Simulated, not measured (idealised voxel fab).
process module | voxel transistor to metal
cross-section cut | 185 nm wide | cells 5 nm
A cross-section is a grid of square cells, given in bands from the top down. A band is one or more rows of cells.
Each band's line starts with the height of the band's top and of its bottom, in nm. Then come its materials from left to right, each with its width in nm. One material with "throughout" fills the band from edge to edge. "air" is empty space.
Height 0 is the level under which the wafer as received is all one material. The lowest band goes on downwards, as in "0 down".
A width such as "30 to 40" changes by the same amount from each row of cells to the next, from the band's top row to its bottom row.
"no change" after a step means that no cell of the cross-section changed.
closed voids: empty space of 8 cells or more with no open way to the top, each as width x height at its distance from the left edge, in nm
after a step's settings: what the simulator itself notes on the step
overlay nm, on a step with a mask: how far to the right of its planned place the mask lay; to the left if negative
plan
1 op RECEIVE | material Si
2 op OXIDIZE | depth nm 5
3 op CONFORMAL_DEP | material SiN | thk nm 10
4 op MASKED_ETCH | tone cover | mask id ACTIVE | width nm 105 | etch materials SiN | depth nm 10 | overlay nm 0
5 op MASKED_ETCH | tone cover | mask id ACTIVE | width nm 105 | etch materials SiO2 | depth nm 5 | overlay nm 0
6 op MASKED_ETCH | tone cover | mask id ACTIVE | width nm 105 | etch materials Si | depth nm 35 | overlay nm 0
7 op FILL_DEP | material SiO2 | thk nm 10
8 op CMP | height nm 10
9 op SELECTIVE_ETCH | etch materials SiO2 | depth nm 10
10 op STRIP | etch materials SiN
11 op SELECTIVE_ETCH | etch materials SiO2 | depth nm 5
12 op OXIDIZE | depth nm 5
13 op DIRECTIONAL_DEP | material polySi | thk nm 25
14 op DIRECTIONAL_DEP | material SiCN | thk nm 10
15 op MASKED_ETCH | tone cover | mask id GATE | width nm 15 | etch materials SiCN | depth nm 20 | overlay nm 0
16 op MASKED_ETCH | tone cover | mask id GATE | width nm 15 | etch materials polySi | depth nm 35 | overlay nm 0
17 op CONFORMAL_DEP | material SiO2 | thk nm 5
18 op DIRECTIONAL_ETCH | etch materials SiO2 | depth nm 5
19 op CONFORMAL_DEP | material SiN | thk nm 10
20 op DIRECTIONAL_ETCH | etch materials SiN | depth nm 10
21 op DIRECTIONAL_ETCH | etch materials SiO2 | depth nm 5
22 op EPI | material SiGe | thk nm 5
23 op FILL_DEP | material SiO2 | thk nm 10
24 op CMP | height nm 30
25 op DIRECTIONAL_DEP | material SiO2 | thk nm 10
26 op DIRECTIONAL_DEP | material aC | thk nm 10
27 op PATTERN | tone open | mask id CONTACT | material resist | width nm 35 | pitch nm 60 | thk nm 25 | overlay nm 0
28 op DIRECTIONAL_ETCH | etch materials aC | depth nm 10
29 op STRIP | etch materials resist
30 op DIRECTIONAL_ETCH | etch materials SiO2 | depth nm 45
31 op STRIP | etch materials aC
32 op CONFORMAL_DEP | material TiN | thk nm 5
33 op FILL_DEP | material Ru | thk nm 10
34 op CMP | height nm 40
35 op CONFORMAL_DEP | material SiN | thk nm 5
36 op DIRECTIONAL_DEP | material SiO2 | thk nm 15
37 op MASKED_ETCH | tone open | mask id METAL_1 | width nm 20 | pitch nm 75 | etch materials SiO2 | depth nm 15 | overlay nm 0
38 op MASKED_ETCH | tone open | mask id METAL_1 | width nm 20 | pitch nm 75 | etch materials SiN | depth nm 5 | overlay nm 0
39 op CONFORMAL_DEP | material TiN | thk nm 5
40 op FILL_DEP | material Ru | thk nm 10
41 op CMP | height nm 60
42 op CONFORMAL_DEP | material SiCN | thk nm 5
43 op DIRECTIONAL_DEP | material SiO2 | thk nm 30
44 op MASKED_ETCH | tone open | mask id METAL_2 | width nm 20 | pitch nm 75 | etch materials SiO2 | depth nm 15 | overlay nm 0
45 op PATTERN | tone open | mask id METAL_2_HOLES | material resist | width nm 15 | pitch nm 75 | thk nm 20 | overlay nm 0
46 op DIRECTIONAL_ETCH | etch materials SiO2 | depth nm 15
47 op DIRECTIONAL_ETCH | etch materials SiCN | depth nm 5
48 op STRIP | etch materials resist
49 op CONFORMAL_DEP | material TiN | thk nm 5
50 op FILL_DEP | material Ru | thk nm 5
51 op CMP | height nm 95
52 op CONFORMAL_DEP | material SiN | thk nm 5
as received, after step 1
  0 down: Si throughout
  closed voids: none
a wafer at the end: this start, this plan, one mistake
  100 to 95: SiN throughout
  95 to 70: SiO2 45 | TiN 5 | Ru 10 | TiN 5 | SiO2 55 | TiN 5 | Ru 10 | TiN 5 | SiO2 45
  70 to 65: SiO2 45 | TiN 5 | Ru 5 | TiN 10 | SiO2 55 | TiN 5 | Ru 5 | TiN 10 | SiO2 45
  65 to 60: SiCN 45 | TiN 15 | SiCN 60 | TiN 15 | SiCN 50
  60 to 45: SiO2 45 | TiN 5 | Ru 10 | TiN 5 | SiO2 55 | TiN 5 | Ru 10 | TiN 5 | SiO2 45
  45 to 40: SiN 45 | TiN 20 | SiN 55 | TiN 20 | SiN 45
  40 to 30: SiO2 45 | TiN 5 | Ru 25 to 15 | TiN 5 to 15 | SiO2 25 | TiN 5 to 15 | Ru 25 to 15 | TiN 5 | SiO2 45
  30 to 20: SiO2 45 | TiN 5 | Ru 15 | TiN 5 | SiN 10 | SiO2 5 | SiCN 15 | SiO2 5 | SiN 10 | TiN 5 | Ru 15 | TiN 5 | SiO2 45
  20 to 0: SiO2 45 | TiN 5 | Ru 15 | TiN 5 | SiN 10 | SiO2 5 | polySi 15 | SiO2 5 | SiN 10 | TiN 5 | Ru 15 | TiN 5 | SiO2 45
  0 to -5: SiO2 45 | TiN 25 | SiN 10 | SiO2 5 | polySi 15 | SiO2 5 | SiN 10 | TiN 25 | SiO2 45
  -5 to -10: SiO2 35 | SiGe 35 | SiO2 45 | SiGe 35 | SiO2 35
  -10 to -40: SiO2 40 | Si 105 | SiO2 40
  -40 down: Si throughout
  closed voids: none
what went wrong: step 44 was run twice
